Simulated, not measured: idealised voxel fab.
The following process module bears the name voxel fin reveal.
The figure presents cross-section cut, which has a width of 205 nm and is divided into square cells with an edge length of 5 nm.
If you're reading a cross-section in this doc, picture square cells in a grid; it comes to you as bands, top ones listed first down to the bottom, and a band can be one or more rows of cells. Band entry format. Leading values: height of top, height of bottom, nm. Remainder: materials in left-to-right order, each with its width in nm. Special words: "everywhere" on a single material, which then fills the band edge to edge; "blank", empty space. Basically, 0 is our baseline, since under it the wafer straight out of the box is all one material. The bottom band has no lower end and keeps on going down, so it looks like "top 0, no bottom". Graded width ("30..40"): value in top row of band = first number; value in bottom row = second number; row-to-row change constant. Reading "no change" for a step: not a cell of the cross-section changed in it. So "Enclosed cavity list" is basically the list of trapped voids: any empty space of 8 cells or more that can't reach the top through an opening. They're written width x height at distance, the distance being from the left edge, and it's all nm. after a step's settings: what the simulator itself notes on the step. overlay nm: how far to the right of its planned place the mask lay on this masked step (negative: to the left). Pairs follow: section before one process step, section after it down to the lowest changed band, step with settings underneath. Pairs may come from different runs of this module on the same starting wafer; continuity with the pair above only as stated in the "Before processing" entry.
Before processing
	top 0, no bottom  Si everywhere
	Enclosed cavity list: none
Step Result
	top 5, bottom 0  SiN everywhere
	Below 0, the layers are the same as they were.
	Enclosed cavity list: none
Can you name the step between the two cross-sections above? It is CONFORMAL_DEP (material SiN; thk nm 5)
Before processing: Please consult the pair immediately above; the cross-section it shows after its step is the state before this step.
Step Result
	top 15, bottom 5  aC everywhere
	Below 5, the layers are the same as they were.
	Enclosed cavity list: none
Can you name the step between the two cross-sections above? It is DIRECTIONAL_DEP (material aC; thk nm 10)
Before processing: Please consult the pair immediately above; the cross-section it shows after its step is the state before this step.
Step Result
	top 45, bottom 15  blank 50 nm, resist 15 nm, blank 30 nm, resist 15 nm, blank 30 nm, resist 15 nm, blank 50 nm
	Below 15, the layers are the same as they were.
	Enclosed cavity list: none
Can you name the step between the two cross-sections above? It is PATTERN (tone cover; mask id FINS; material resist; width nm 15; pitch nm 45; thk nm 30; overlay nm 0)
Before processing: Please consult the pair immediately above; the cross-section it shows after its step is the state before this step.
Step Result
	top 35, bottom 15  blank 50 nm, resist 15 nm, blank 30 nm, resist 15 nm, blank 30 nm, resist 15 nm, blank 50 nm
	top 15, bottom 5  blank 50 nm, aC 15 nm, blank 30 nm, aC 15 nm, blank 30 nm, aC 15 nm, blank 50 nm
	Below 5, the layers are the same as they were.
	Enclosed cavity list: none
Can you name the step between the two cross-sections above? It is DIRECTIONAL_ETCH (etch materials aC; depth nm 10)
Before processing: Please consult the pair immediately above; the cross-section it shows after its step is the state before this step.
Step Result
	top 15, bottom 5  blank 50 nm, aC 15 nm, blank 30 nm, aC 15 nm, blank 30 nm, aC 15 nm, blank 50 nm
	Below 5, the layers are the same as they were.
	Enclosed cavity list: none
Can you name the step between the two cross-sections above? It is STRIP (etch materials resist)
Before processing: Please consult the pair immediately above; the cross-section it shows after its step is the state before this step.
Step Result
	top 15, bottom 5  blank 50 nm, aC 15 nm, blank 30 nm, aC 15 nm, blank 30 nm, aC 15 nm, blank 50 nm
	top 5, bottom 0  blank 50 nm, SiN 15 nm, blank 30 nm, SiN 15 nm, blank 30 nm, SiN 15 nm, blank 50 nm
	Below 0, the layers are the same as they were.
	Enclosed cavity list: none
Can you name the step between the two cross-sections above? It is DIRECTIONAL_ETCH (etch materials SiN; depth nm 5)
Before processing: Please consult the pair immediately above; the cross-section it shows after its step is the state before this step.
Step Result
	top 15, bottom 5  blank 50 nm, aC 15 nm, blank 30 nm, aC 15 nm, blank 30 nm, aC 15 nm, blank 50 nm
	top 5, bottom 0  blank 50 nm, SiN 15 nm, blank 30 nm, SiN 15 nm, blank 30 nm, SiN 15 nm, blank 50 nm
	top 0, bottom -35  blank 50 nm, Si 15 nm, blank 30 nm, Si 15 nm, blank 30 nm, Si 15 nm, blank 50 nm
	Below -35, the layers are the same as they were.
	Enclosed cavity list: none
Can you name the step between the two cross-sections above? It is DIRECTIONAL_ETCH (etch materials Si; depth nm 35)
Before processing: Please consult the pair immediately above; the cross-section it shows after its step is the state before this step.
Step Result
	top 5, bottom 0  blank 50 nm, SiN 15 nm, blank 30 nm, SiN 15 nm, blank 30 nm, SiN 15 nm, blank 50 nm
	Below 0, the layers are the same as they were.
	Enclosed cavity list: none
Can you name the step between the two cross-sections above? It is STRIP (etch materials aC)
Before processing: Please consult the pair immediately above; the cross-section it shows after its step is the state before this step.
Step Result
	top 20, bottom 5  SiO2 everywhere
	top 5, bottom 0  SiO2 50 nm, SiN 15 nm, SiO2 30 nm, SiN 15 nm, SiO2 30 nm, SiN 15 nm, SiO2 50 nm
	top 0, bottom -35  SiO2 50 nm, Si 15 nm, SiO2 30 nm, Si 15 nm, SiO2 30 nm, Si 15 nm, SiO2 50 nm
	Below -35, the layers are the same as they were.
	Enclosed cavity list: none
Can you name the step between the two cross-sections above? It is FILL_DEP (material SiO2; thk nm 15)
Before processing: Please consult the pair immediately above; the cross-section it shows after its step is the state before this step.
Step Result
	top 5, bottom 0  SiO2 50 nm, SiN 15 nm, SiO2 30 nm, SiN 15 nm, SiO2 30 nm, SiN 15 nm, SiO2 50 nm
	Below 0, the layers are the same as they were.
	Enclosed cavity list: none
Can you name the step between the two cross-sections above? It is CMP (height nm 5)
Before processing: Please consult the pair immediately above; the cross-section it shows after its step is the state before this step.
Step Result
	top 5, bottom 0  blank 50 nm, SiN 15 nm, blank 30 nm, SiN 15 nm, blank 30 nm, SiN 15 nm, blank 50 nm
	top 0, bottom -10  blank 50 nm, Si 15 nm, blank 30 nm, Si 15 nm, blank 30 nm, Si 15 nm, blank 50 nm
	Below -10, the layers are the same as they were.
	Enclosed cavity list: none
Can you name the step between the two cross-sections above? It is SELECTIVE_ETCH (etch materials SiO2; depth nm 15)
Before processing: Please consult the pair immediately above; the cross-section it shows after its step is the state before this step.
Step Result
	top 0, bottom -10  blank 50 nm, Si 15 nm, blank 30 nm, Si 15 nm, blank 30 nm, Si 15 nm, blank 50 nm
	Below -10, the layers are the same as they were.
	Enclosed cavity list: none
Can you name the step between the two cross-sections above? It is STRIP (etch materials SiN)
Before processing: Please consult the pair immediately above; the cross-section it shows after its step is the state before this step.
Step Result
	top 5, bottom 0  blank 45 nm, HfO2 25 nm, blank 20 nm, HfO2 25 nm, blank 20 nm, HfO2 25 nm, blank 45 nm
	top 0, bottom -5  blank 45 nm, HfO2 5 nm, Si 15 nm, HfO2 5 nm, blank 20 nm, HfO2 5 nm, Si 15 nm, HfO2 5 nm, blank 20 nm, HfO2 5 nm, Si 15 nm, HfO2 5 nm, blank 45 nm
	top -5, bottom -10  HfO2 50 nm, Si 15 nm, HfO2 30 nm, Si 15 nm, HfO2 30 nm, Si 15 nm, HfO2 50 nm
	Below -10, the layers are the same as they were.
	Enclosed cavity list: none
Can you name the step between the two cross-sections above? It is CONFORMAL_DEP (material HfO2; thk nm 5)
Before processing
	top 5, bottom 0  blank 50 nm, SiN 15 nm, blank 30 nm, SiN 15 nm, blank 30 nm, SiN 15 nm, blank 50 nm
	top 0, bottom -10  blank 50 nm, Si 15 nm, blank 30 nm, Si 15 nm, blank 30 nm, Si 15 nm, blank 50 nm
	top -10, bottom -35  SiO2 50 nm, Si 15 nm, SiO2 30 nm, Si 15 nm, SiO2 30 nm, Si 15 nm, SiO2 50 nm
	top -35, no bottom  Si everywhere
	Enclosed cavity list: none
Step Result
	top 5, bottom 0  blank 50 nm, SiN 15 nm, blank 30 nm, SiN 15 nm, blank 30 nm, SiN 15 nm, blank 50 nm
	top 0, bottom -25  blank 50 nm, Si 15 nm, blank 30 nm, Si 15 nm, blank 30 nm, Si 15 nm, blank 50 nm
	Below -25, the layers are the same as they were.
	Enclosed cavity list: none
Can you name the step between the two cross-sections above? It is SELECTIVE_ETCH (etch materials SiO2; depth nm 15)
Before processing: Please consult the pair immediately above; the cross-section it shows after its step is the state before this step.
Step Result
	top 0, bottom -25  blank 50 nm, Si 15 nm, blank 30 nm, Si 15 nm, blank 30 nm, Si 15 nm, blank 50 nm
	Below -25, the layers are the same as they were.
	Enclosed cavity list: none
Can you name the step between the two cross-sections above? It is STRIP (etch materials SiN)
Before processing: Please consult the pair immediately above; the cross-section it shows after its step is the state before this step.
Step Result
	top 5, bottom 0  blank 45 nm, HfO2 25 nm, blank 20 nm, HfO2 25 nm, blank 20 nm, HfO2 25 nm, blank 45 nm
	top 0, bottom -20  blank 45 nm, HfO2 5 nm, Si 15 nm, HfO2 5 nm, blank 20 nm, HfO2 5 nm, Si 15 nm, HfO2 5 nm, blank 20 nm, HfO2 5 nm, Si 15 nm, HfO2 5 nm, blank 45 nm
	top -20, bottom -25  HfO2 50 nm, Si 15 nm, HfO2 30 nm, Si 15 nm, HfO2 30 nm, Si 15 nm, HfO2 50 nm
	Below -25, the layers are the same as they were.
	Enclosed cavity list: none
Can you name the step between the two cross-sections above? It is CONFORMAL_DEP (material HfO2; thk nm 5)
Before processing
	top 5, bottom 0  SiO2 50 nm, SiN 15 nm, SiO2 30 nm, SiN 15 nm, SiO2 30 nm, SiN 15 nm, SiO2 50 nm
	top 0, bottom -35  SiO2 50 nm, Si 15 nm, SiO2 30 nm, Si 15 nm, SiO2 30 nm, Si 15 nm, SiO2 50 nm
	top -35, no bottom  Si everywhere
	Enclosed cavity list: none
Step Result
	top 5, bottom 0  SiO2 50 nm, blank 15 nm, SiO2 30 nm, blank 15 nm, SiO2 30 nm, blank 15 nm, SiO2 50 nm
	Below 0, the layers are the same as they were.
	Enclosed cavity list: none
Can you name the step between the two cross-sections above? It is STRIP (etch materials SiN)
Before processing: Please consult the pair immediately above; the cross-section it shows after its step is the state before this step.
Step Result
	top 0, bottom -10  blank 50 nm, Si 15 nm, blank 30 nm, Si 15 nm, blank 30 nm, Si 15 nm, blank 50 nm
	top -10, bottom -15  SiO2 35 nm, blank 15 nm, Si 15 nm, blank 30 nm, Si 15 nm, blank 30 nm, Si 15 nm, blank 15 nm, SiO2 35 nm
	Below -15, the layers are the same as they were.
	Enclosed cavity list: none
Can you name the step between the two cross-sections above? It is SELECTIVE_ETCH (etch materials SiO2; depth nm 15)
Before processing: Please consult the pair immediately above; the cross-section it shows after its step is the state before this step.
Step Result
	top 5, bottom 0  blank 45 nm, HfO2 25 nm, blank 20 nm, HfO2 25 nm, blank 20 nm, HfO2 25 nm, blank 45 nm
	top 0, bottom -5  blank 45 nm, HfO2 5 nm, Si 15 nm, HfO2 5 nm, blank 20 nm, HfO2 5 nm, Si 15 nm, HfO2 5 nm, blank 20 nm, HfO2 5 nm, Si 15 nm, HfO2 5 nm, blank 45 nm
	top -5, bottom -10  HfO2 40 nm, blank 5 nm, HfO2 5 nm, Si 15 nm, HfO2 5 nm, blank 20 nm, HfO2 5 nm, Si 15 nm, HfO2 5 nm, blank 20 nm, HfO2 5 nm, Si 15 nm, HfO2 5 nm, blank 5 nm, HfO2 40 nm
	top -10, bottom -15  SiO2 35 nm, HfO2 15 nm, Si 15 nm, HfO2 30 nm, Si 15 nm, HfO2 30 nm, Si 15 nm, HfO2 15 nm, SiO2 35 nm
	Below -15, the layers are the same as they were.
	Enclosed cavity list: none
Can you name the step between the two cross-sections above? It is CONFORMAL_DEP (material HfO2; thk nm 5)
Before processing
	top 15, bottom 5  blank 50 nm, aC 15 nm, blank 30 nm, aC 15 nm, blank 30 nm, aC 15 nm, blank 50 nm
	top 5, bottom 0  blank 50 nm, SiN 15 nm, blank 30 nm, SiN 15 nm, blank 30 nm, SiN 15 nm, blank 50 nm
	top 0, no bottom  Si everywhere
	Enclosed cavity list: none
Step Result
	top 15, bottom 5  blank 50 nm, aC 15 nm, blank 30 nm, aC 15 nm, blank 30 nm, aC 15 nm, blank 50 nm
	top 5, bottom 0  blank 50 nm, SiN 15 nm, blank 30 nm, SiN 15 nm, blank 30 nm, SiN 15 nm, blank 50 nm
	top 0, bottom -45  blank 50 nm, Si 15 nm, blank 30 nm, Si 15 nm, blank 30 nm, Si 15 nm, blank 50 nm
	Below -45, the layers are the same as they were.
	Enclosed cavity list: none
Can you name the step between the two cross-sections above? It is DIRECTIONAL_ETCH (etch materials Si; depth nm 45)
Before processing: Please consult the pair immediately above; the cross-section it shows after its step is the state before this step.
Step Result
	top 5, bottom 0  blank 50 nm, SiN 15 nm, blank 30 nm, SiN 15 nm, blank 30 nm, SiN 15 nm, blank 50 nm
	Below 0, the layers are the same as they were.
	Enclosed cavity list: none
Can you name the step between the two cross-sections above? It is STRIP (etch materials aC)
Before processing: Please consult the pair immediately above; the cross-section it shows after its step is the state before this step.
Step Result
	top 20, bottom 5  SiO2 everywhere
	top 5, bottom 0  SiO2 50 nm, SiN 15 nm, SiO2 30 nm, SiN 15 nm, SiO2 30 nm, SiN 15 nm, SiO2 50 nm
	top 0, bottom -45  SiO2 50 nm, Si 15 nm, SiO2 30 nm, Si 15 nm, SiO2 30 nm, Si 15 nm, SiO2 50 nm
	Below -45, the layers are the same as they were.
	Enclosed cavity list: none
Can you name the step between the two cross-sections above? It is FILL_DEP (material SiO2; thk nm 15)
Before processing: Please consult the pair immediately above; the cross-section it shows after its step is the state before this step.
Step Result
	top 5, bottom 0  SiO2 50 nm, SiN 15 nm, SiO2 30 nm, SiN 15 nm, SiO2 30 nm, SiN 15 nm, SiO2 50 nm
	Below 0, the layers are the same as they were.
	Enclosed cavity list: none
Can you name the step between the two cross-sections above? It is CMP (height nm 5)
Before processing: Please consult the pair immediately above; the cross-section it shows after its step is the state before this step.
Step Result
	top 5, bottom 0  blank 50 nm, SiN 15 nm, blank 30 nm, SiN 15 nm, blank 30 nm, SiN 15 nm, blank 50 nm
	top 0, bottom -10  blank 50 nm, Si 15 nm, blank 30 nm, Si 15 nm, blank 30 nm, Si 15 nm, blank 50 nm
	Below -10, the layers are the same as they were.
	Enclosed cavity list: none
Can you name the step between the two cross-sections above? It is SELECTIVE_ETCH (etch materials SiO2; depth nm 15)
Before processing: Please consult the pair immediately above; the cross-section it shows after its step is the state before this step.
Step Result
	top 0, bottom -10  blank 50 nm, Si 15 nm, blank 30 nm, Si 15 nm, blank 30 nm, Si 15 nm, blank 50 nm
	Below -10, the layers are the same as they were.
	Enclosed cavity list: none
Can you name the step between the two cross-sections above? It is STRIP (etch materials SiN)
Before processing: Please consult the pair immediately above; the cross-section it shows after its step is the state before this step.
Step Result
	top 5, bottom 0  blank 45 nm, HfO2 25 nm, blank 20 nm, HfO2 25 nm, blank 20 nm, HfO2 25 nm, blank 45 nm
	top 0, bottom -5  blank 45 nm, HfO2 5 nm, Si 15 nm, HfO2 5 nm, blank 20 nm, HfO2 5 nm, Si 15 nm, HfO2 5 nm, blank 20 nm, HfO2 5 nm, Si 15 nm, HfO2 5 nm, blank 45 nm
	top -5, bottom -10  HfO2 50 nm, Si 15 nm, HfO2 30 nm, Si 15 nm, HfO2 30 nm, Si 15 nm, HfO2 50 nm
	Below -10, the layers are the same as they were.
	Enclosed cavity list: none
Can you name the step between the two cross-sections above? It is CONFORMAL_DEP (material HfO2; thk nm 5)
Before processing
	top 15, bottom 5  aC everywhere
	top 5, bottom 0  SiN everywhere
	top 0, no bottom  Si everywhere
	Enclosed cavity list: none
Step Result
	top 45, bottom 15  blank 45 nm, resist 25 nm, blank 20 nm, resist 25 nm, blank 20 nm, resist 25 nm, blank 45 nm
	Below 15, the layers are the same as they were.
	Enclosed cavity list: none
Can you name the step between the two cross-sections above? It is PATTERN (tone cover; mask id FINS; material resist; width nm 25; pitch nm 45; thk nm 30; overlay nm 0)
Before processing: Please consult the pair immediately above; the cross-section it shows after its step is the state before this step.
Step Result
	top 35, bottom 15  blank 45 nm, resist 25 nm, blank 20 nm, resist 25 nm, blank 20 nm, resist 25 nm, blank 45 nm
	top 15, bottom 5  blank 45 nm, aC 25 nm, blank 20 nm, aC 25 nm, blank 20 nm, aC 25 nm, blank 45 nm
	Below 5, the layers are the same as they were.
	Enclosed cavity list: none
Can you name the step between the two cross-sections above? It is DIRECTIONAL_ETCH (etch materials aC; depth nm 10)
Before processing: Please consult the pair immediately above; the cross-section it shows after its step is the state before this step.
Step Result
	top 15, bottom 5  blank 45 nm, aC 25 nm, blank 20 nm, aC 25 nm, blank 20 nm, aC 25 nm, blank 45 nm
	Below 5, the layers are the same as they were.
	Enclosed cavity list: none
Can you name the step between the two cross-sections above? It is STRIP (etch materials resist)
Before processing: Please consult the pair immediately above; the cross-section it shows after its step is the state before this step.
Step Result
	top 15, bottom 5  blank 45 nm, aC 25 nm, blank 20 nm, aC 25 nm, blank 20 nm, aC 25 nm, blank 45 nm
	top 5, bottom 0  blank 45 nm, SiN 25 nm, blank 20 nm, SiN 25 nm, blank 20 nm, SiN 25 nm, blank 45 nm
	Below 0, the layers are the same as they were.
	Enclosed cavity list: none
Can you name the step between the two cross-sections above? It is DIRECTIONAL_ETCH (etch materials SiN; depth nm 5)
Before processing: Please consult the pair immediately above; the cross-section it shows after its step is the state before this step.
Step Result
	top 15, bottom 5  blank 45 nm, aC 25 nm, blank 20 nm, aC 25 nm, blank 20 nm, aC 25 nm, blank 45 nm
	top 5, bottom 0  blank 45 nm, SiN 25 nm, blank 20 nm, SiN 25 nm, blank 20 nm, SiN 25 nm, blank 45 nm
	top 0, bottom -35  blank 45 nm, Si 25 nm, blank 20 nm, Si 25 nm, blank 20 nm, Si 25 nm, blank 45 nm
	Below -35, the layers are the same as they were.
	Enclosed cavity list: none
Can you name the step between the two cross-sections above? It is DIRECTIONAL_ETCH (etch materials Si; depth nm 35)
Before processing: Please consult the pair immediately above; the cross-section it shows after its step is the state before this step.
Step Result
	top 5, bottom 0  blank 45 nm, SiN 25 nm, blank 20 nm, SiN 25 nm, blank 20 nm, SiN 25 nm, blank 45 nm
	Below 0, the layers are the same as they were.
	Enclosed cavity list: none
Can you name the step between the two cross-sections above? It is STRIP (etch materials aC)
Before processing: Please consult the pair immediately above; the cross-section it shows after its step is the state before this step.
Step Result
	top 20, bottom 5  SiO2 everywhere
	top 5, bottom 0  SiO2 45 nm, SiN 25 nm, SiO2 20 nm, SiN 25 nm, SiO2 20 nm, SiN 25 nm, SiO2 45 nm
	top 0, bottom -35  SiO2 45 nm, Si 25 nm, SiO2 20 nm, Si 25 nm, SiO2 20 nm, Si 25 nm, SiO2 45 nm
	Below -35, the layers are the same as they were.
	Enclosed cavity list: none
Can you name the step between the two cross-sections above? It is FILL_DEP (material SiO2; thk nm 15)
Before processing: Please consult the pair immediately above; the cross-section it shows after its step is the state before this step.
Step Result
	top 5, bottom 0  SiO2 45 nm, SiN 25 nm, SiO2 20 nm, SiN 25 nm, SiO2 20 nm, SiN 25 nm, SiO2 45 nm
	Below 0, the layers are the same as they were.
	Enclosed cavity list: none
Can you name the step between the two cross-sections above? It is CMP (height nm 5)
Before processing: Please consult the pair immediately above; the cross-section it shows after its step is the state before this step.
Step Result
	top 5, bottom 0  blank 45 nm, SiN 25 nm, blank 20 nm, SiN 25 nm, blank 20 nm, SiN 25 nm, blank 45 nm
	top 0, bottom -10  blank 45 nm, Si 25 nm, blank 20 nm, Si 25 nm, blank 20 nm, Si 25 nm, blank 45 nm
	Below -10, the layers are the same as they were.
	Enclosed cavity list: none
Can you name the step between the two cross-sections above? It is SELECTIVE_ETCH (etch materials SiO2; depth nm 15)
Before processing: Please consult the pair immediately above; the cross-section it shows after its step is the state before this step.
Step Result
	top 0, bottom -10  blank 45 nm, Si 25 nm, blank 20 nm, Si 25 nm, blank 20 nm, Si 25 nm, blank 45 nm
	Below -10, the layers are the same as they were.
	Enclosed cavity list: none
Can you name the step between the two cross-sections above? It is STRIP (etch materials SiN)
Before processing: Please consult the pair immediately above; the cross-section it shows after its step is the state before this step.
Step Result
	top 5, bottom 0  blank 40 nm, HfO2 35 nm, blank 10 nm, HfO2 35 nm, blank 10 nm, HfO2 35 nm, blank 40 nm
	top 0, bottom -5  blank 40 nm, HfO2 5 nm, Si 25 nm, HfO2 5 nm, blank 10 nm, HfO2 5 nm, Si 25 nm, HfO2 5 nm, blank 10 nm, HfO2 5 nm, Si 25 nm, HfO2 5 nm, blank 40 nm
	top -5, bottom -10  HfO2 45 nm, Si 25 nm, HfO2 20 nm, Si 25 nm, HfO2 20 nm, Si 25 nm, HfO2 45 nm
	Below -10, the layers are the same as they were.
	Enclosed cavity list: none
Can you name the step between the two cross-sections above? It is CONFORMAL_DEP (material HfO2; thk nm 5)
Before processing
	top 15, bottom 5  aC everywhere
	top 5, bottom 0  SiN everywhere
	top 0, no bottom  Si everywhere
	Enclosed cavity list: none
Step Result
	top 45, bottom 15  blank 60 nm, resist 15 nm, blank 30 nm, resist 15 nm, blank 30 nm, resist 15 nm, blank 40 nm
	Below 15, the layers are the same as they were.
	Enclosed cavity list: none
Can you name the step between the two cross-sections above? It is PATTERN (tone cover; mask id FINS; material resist; width nm 15; pitch nm 45; thk nm 30; overlay nm 10)
Before processing: Please consult the pair immediately above; the cross-section it shows after its step is the state before this step.
Step Result
	top 35, bottom 15  blank 60 nm, resist 15 nm, blank 30 nm, resist 15 nm, blank 30 nm, resist 15 nm, blank 40 nm
	top 15, bottom 5  blank 60 nm, aC 15 nm, blank 30 nm, aC 15 nm, blank 30 nm, aC 15 nm, blank 40 nm
	Below 5, the layers are the same as they were.
	Enclosed cavity list: none
Can you name the step between the two cross-sections above? It is DIRECTIONAL_ETCH (etch materials aC; depth nm 10)
Before processing: Please consult the pair immediately above; the cross-section it shows after its step is the state before this step.
Step Result
	top 15, bottom 5  blank 60 nm, aC 15 nm, blank 30 nm, aC 15 nm, blank 30 nm, aC 15 nm, blank 40 nm
	Below 5, the layers are the same as they were.
	Enclosed cavity list: none
Can you name the step between the two cross-sections above? It is STRIP (etch materials resist)
Before processing: Please consult the pair immediately above; the cross-section it shows after its step is the state before this step.
Step Result
	top 15, bottom 5  blank 60 nm, aC 15 nm, blank 30 nm, aC 15 nm, blank 30 nm, aC 15 nm, blank 40 nm
	top 5, bottom 0  blank 60 nm, SiN 15 nm, blank 30 nm, SiN 15 nm, blank 30 nm, SiN 15 nm, blank 40 nm
	Below 0, the layers are the same as they were.
	Enclosed cavity list: none
Can you name the step between the two cross-sections above? It is DIRECTIONAL_ETCH (etch materials SiN; depth nm 5)
Before processing: Please consult the pair immediately above; the cross-section it shows after its step is the state before this step.
Step Result
	top 15, bottom 5  blank 60 nm, aC 15 nm, blank 30 nm, aC 15 nm, blank 30 nm, aC 15 nm, blank 40 nm
	top 5, bottom 0  blank 60 nm, SiN 15 nm, blank 30 nm, SiN 15 nm, blank 30 nm, SiN 15 nm, blank 40 nm
	top 0, bottom -35  blank 60 nm, Si 15 nm, blank 30 nm, Si 15 nm, blank 30 nm, Si 15 nm, blank 40 nm
	Below -35, the layers are the same as they were.
	Enclosed cavity list: none
Can you name the step between the two cross-sections above? It is DIRECTIONAL_ETCH (etch materials Si; depth nm 35)
Before processing: Please consult the pair immediately above; the cross-section it shows after its step is the state before this step.
Step Result
	top 5, bottom 0  blank 60 nm, SiN 15 nm, blank 30 nm, SiN 15 nm, blank 30 nm, SiN 15 nm, blank 40 nm
	Below 0, the layers are the same as they were.
	Enclosed cavity list: none
Can you name the step between the two cross-sections above? It is STRIP (etch materials aC)
Before processing: Please consult the pair immediately above; the cross-section it shows after its step is the state before this step.
Step Result
	top 20, bottom 5  SiO2 everywhere
	top 5, bottom 0  SiO2 60 nm, SiN 15 nm, SiO2 30 nm, SiN 15 nm, SiO2 30 nm, SiN 15 nm, SiO2 40 nm
	top 0, bottom -35  SiO2 60 nm, Si 15 nm, SiO2 30 nm, Si 15 nm, SiO2 30 nm, Si 15 nm, SiO2 40 nm
	Below -35, the layers are the same as they were.
	Enclosed cavity list: none
Can you name the step between the two cross-sections above? It is FILL_DEP (material SiO2; thk nm 15)
Before processing: Please consult the pair immediately above; the cross-section it shows after its step is the state before this step.
Step Result
	top 5, bottom 0  SiO2 60 nm, SiN 15 nm, SiO2 30 nm, SiN 15 nm, SiO2 30 nm, SiN 15 nm, SiO2 40 nm
	Below 0, the layers are the same as they were.
	Enclosed cavity list: none
Can you name the step between the two cross-sections above? It is CMP (height nm 5)
Before processing: Please consult the pair immediately above; the cross-section it shows after its step is the state before this step.
Step Result
	top 5, bottom 0  blank 60 nm, SiN 15 nm, blank 30 nm, SiN 15 nm, blank 30 nm, SiN 15 nm, blank 40 nm
	top 0, bottom -10  blank 60 nm, Si 15 nm, blank 30 nm, Si 15 nm, blank 30 nm, Si 15 nm, blank 40 nm
	Below -10, the layers are the same as they were.
	Enclosed cavity list: none
Can you name the step between the two cross-sections above? It is SELECTIVE_ETCH (etch materials SiO2; depth nm 15)
Before processing: Please consult the pair immediately above; the cross-section it shows after its step is the state before this step.
Step Result
	top 0, bottom -10  blank 60 nm, Si 15 nm, blank 30 nm, Si 15 nm, blank 30 nm, Si 15 nm, blank 40 nm
	Below -10, the layers are the same as they were.
	Enclosed cavity list: none
Can you name the step between the two cross-sections above? It is STRIP (etch materials SiN)
Before processing: Please consult the pair immediately above; the cross-section it shows after its step is the state before this step.
Step Result
	top 5, bottom 0  blank 55 nm, HfO2 25 nm, blank 20 nm, HfO2 25 nm, blank 20 nm, HfO2 25 nm, blank 35 nm
	top 0, bottom -5  blank 55 nm, HfO2 5 nm, Si 15 nm, HfO2 5 nm, blank 20 nm, HfO2 5 nm, Si 15 nm, HfO2 5 nm, blank 20 nm, HfO2 5 nm, Si 15 nm, HfO2 5 nm, blank 35 nm
	top -5, bottom -10  HfO2 60 nm, Si 15 nm, HfO2 30 nm, Si 15 nm, HfO2 30 nm, Si 15 nm, HfO2 40 nm
	Below -10, the layers are the same as they were.
	Enclosed cavity list: none
Can you name the step between the two cross-sections above? It is CONFORMAL_DEP (material HfO2; thk nm 5)
Before processing
	top 5, bottom 0  blank 50 nm, SiN 15 nm, blank 30 nm, SiN 15 nm, blank 30 nm, SiN 15 nm, blank 50 nm
	top 0, bottom -35  blank 50 nm, Si 15 nm, blank 30 nm, Si 15 nm, blank 30 nm, Si 15 nm, blank 50 nm
	top -35, no bottom  Si everywhere
	Enclosed cavity list: none
Step Result
	top 20, bottom 5  aC everywhere
	top 5, bottom 0  aC 50 nm, SiN 15 nm, aC 30 nm, SiN 15 nm, aC 30 nm, SiN 15 nm, aC 50 nm
	top 0, bottom -35  aC 50 nm, Si 15 nm, aC 30 nm, Si 15 nm, aC 30 nm, Si 15 nm, aC 50 nm
	Below -35, the layers are the same as they were.
	Enclosed cavity list: none
Can you name the step between the two cross-sections above? It is FILL_DEP (material aC; thk nm 15)
Before processing: Please consult the pair immediately above; the cross-section it shows after its step is the state before this step.
Step Result
	top 5, bottom 0  aC 50 nm, SiN 15 nm, aC 30 nm, SiN 15 nm, aC 30 nm, SiN 15 nm, aC 50 nm
	Below 0, the layers are the same as they were.
	Enclosed cavity list: none
Can you name the step between the two cross-sections above? It is CMP (height nm 5)
Before processing: Please consult the pair immediately above; the cross-section it shows after its step is the state before this step.
Step Result
	top 5, bottom 0  aC 50 nm, blank 15 nm, aC 30 nm, blank 15 nm, aC 30 nm, blank 15 nm, aC 50 nm
	Below 0, the layers are the same as they were.
	Enclosed cavity list: none
Can you name the step between the two cross-sections above? It is STRIP (etch materials SiN)
Before processing: Please consult the pair immediately above; the cross-section it shows after its step is the state before this step.
Step Result
	top 10, bottom 5  HfO2 55 nm, blank 5 nm, HfO2 40 nm, blank 5 nm, HfO2 40 nm, blank 5 nm, HfO2 55 nm
	top 5, bottom 0  aC 50 nm, HfO2 15 nm, aC 30 nm, HfO2 15 nm, aC 30 nm, HfO2 15 nm, aC 50 nm
	Below 0, the layers are the same as they were.
	Enclosed cavity list: none
Can you name the step between the two cross-sections above? It is CONFORMAL_DEP (material HfO2; thk nm 5)
Before processing
	top 15, bottom 5  aC everywhere
	top 5, bottom 0  SiN everywhere
	top 0, no bottom  Si everywhere
	Enclosed cavity list: none
Step Result
	top 45, bottom 15  resist 50 nm, blank 15 nm, resist 30 nm, blank 15 nm, resist 30 nm, blank 15 nm, resist 50 nm
	Below 15, the layers are the same as they were.
	Enclosed cavity list: none
Can you name the step between the two cross-sections above? It is PATTERN (tone open; mask id FINS; material resist; width nm 15; pitch nm 45; thk nm 30; overlay nm 0)
Before processing: Please consult the pair immediately above; the cross-section it shows after its step is the state before this step.
Step Result
	top 35, bottom 15  resist 50 nm, blank 15 nm, resist 30 nm, blank 15 nm, resist 30 nm, blank 15 nm, resist 50 nm
	top 15, bottom 5  aC 50 nm, blank 15 nm, aC 30 nm, blank 15 nm, aC 30 nm, blank 15 nm, aC 50 nm
	Below 5, the layers are the same as they were.
	Enclosed cavity list: none
Can you name the step between the two cross-sections above? It is DIRECTIONAL_ETCH (etch materials aC; depth nm 10)
Before processing: Please consult the pair immediately above; the cross-section it shows after its step is the state before this step.
Step Result
	top 15, bottom 5  aC 50 nm, blank 15 nm, aC 30 nm, blank 15 nm, aC 30 nm, blank 15 nm, aC 50 nm
	Below 5, the layers are the same as they were.
	Enclosed cavity list: none
Can you name the step between the two cross-sections above? It is STRIP (etch materials resist)
Before processing: Please consult the pair immediately above; the cross-section it shows after its step is the state before this step.
Step Result
	top 15, bottom 5  aC 50 nm, blank 15 nm, aC 30 nm, blank 15 nm, aC 30 nm, blank 15 nm, aC 50 nm
	top 5, bottom 0  SiN 50 nm, blank 15 nm, SiN 30 nm, blank 15 nm, SiN 30 nm, blank 15 nm, SiN 50 nm
	Below 0, the layers are the same as they were.
	Enclosed cavity list: none
Can you name the step between the two cross-sections above? It is DIRECTIONAL_ETCH (etch materials SiN; depth nm 5)
Before processing: Please consult the pair immediately above; the cross-section it shows after its step is the state before this step.
Step Result
	top 15, bottom 5  aC 50 nm, blank 15 nm, aC 30 nm, blank 15 nm, aC 30 nm, blank 15 nm, aC 50 nm
	top 5, bottom 0  SiN 50 nm, blank 15 nm, SiN 30 nm, blank 15 nm, SiN 30 nm, blank 15 nm, SiN 50 nm
	top 0, bottom -35  Si 50 nm, blank 15 nm, Si 30 nm, blank 15 nm, Si 30 nm, blank 15 nm, Si 50 nm
	Below -35, the layers are the same as they were.
	Enclosed cavity list: none
Can you name the step between the two cross-sections above? It is DIRECTIONAL_ETCH (etch materials Si; depth nm 35)
